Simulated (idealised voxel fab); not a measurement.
The following is a process module called voxel released beams.
This is section cut - it's 295 nm across, gridded in 5 nm square cells.
Cross-section format: a grid of square cells, given as bands from top to bottom; each band is one or more rows of cells. What a band's entry tells you: where the top is and where the bottom is, as heights in nm, and after that what lies inside, material by material from left to right, each with its width in nm. Empty space is written as the word "blank", and a single material marked with the word "throughout" occupies the band from edge to edge. Heads up on the height convention: 0 is the point under which the incoming wafer is all one material, and the lowest band has no bottom, it just keeps going down, like "0 and below". Note: "30..40" means the width goes from the first number (top row of the band) to the second number (bottom row) in equal steps per row of cells. Given "nothing different" for a step, no cell of the cross-section differs between before and after that step. Each empty space that has no open way to the top and spans at least 8 cells appears under "closed voids" as width x height at distance, the distance counted from the left edge, all in nm. On each step's line, the part that comes after the settings is the simulator's own comment on the step. "overlay nm", when on a step's line for a step with a mask, measures how far to the right of its planned place the mask lay; a negative measure means to the left.
**Planned step list for the process**
1) RECEIVE (material Si)
2) CONFORMAL_DEP (material Al2O3; thk nm 10)
3) DIRECTIONAL_DEP (material SiO2; thk nm 15)
4) PATTERN (tone open; mask id ANCHOR; material resist; width nm 35; thk nm 20; overlay nm 0)
5) DIRECTIONAL_ETCH (etch materials SiO2; depth nm 15)
6) STRIP (etch materials resist)
7) CONFORMAL_DEP (material SiN; thk nm 15)
8) DIRECTIONAL_DEP (material aC; thk nm 15)
9) PATTERN (tone cover; mask id BEAM; material resist; width nm 115; thk nm 30; overlay nm -15)
10) DIRECTIONAL_ETCH (etch materials aC; depth nm 15)
11) STRIP (etch materials resist)
12) DIRECTIONAL_ETCH (etch materials SiN; depth nm 15)
13) STRIP (etch materials aC)
14) STRIP (etch materials SiO2)
Wafers differ in overlay nm at step 9; plan lists the first wafer's value; identical starting state.
**Cross-section: the first of several wafers in its as-received state, i.e. following step 1**
0 and below  Si throughout
closed voids: none
**Heads up, this table goes wafer by wafer. A row tells you, at the end of the module, how many cells of each material that wafer has put on (+) or dropped (-) since it was received, and then its closed voids**
overlay nm -15; +118 Al2O3; +87 SiN; closed voids: none
overlay nm -10; +118 Al2O3; +87 SiN; closed voids: none
overlay nm -5; +118 Al2O3; +87 SiN; closed voids: none
overlay nm 0; +118 Al2O3; +87 SiN; closed voids: none
overlay nm 5; +118 Al2O3; +87 SiN; closed voids: none
overlay nm 10; +118 Al2O3; +87 SiN; closed voids: none
overlay nm 15; +118 Al2O3; +87 SiN; closed voids: none
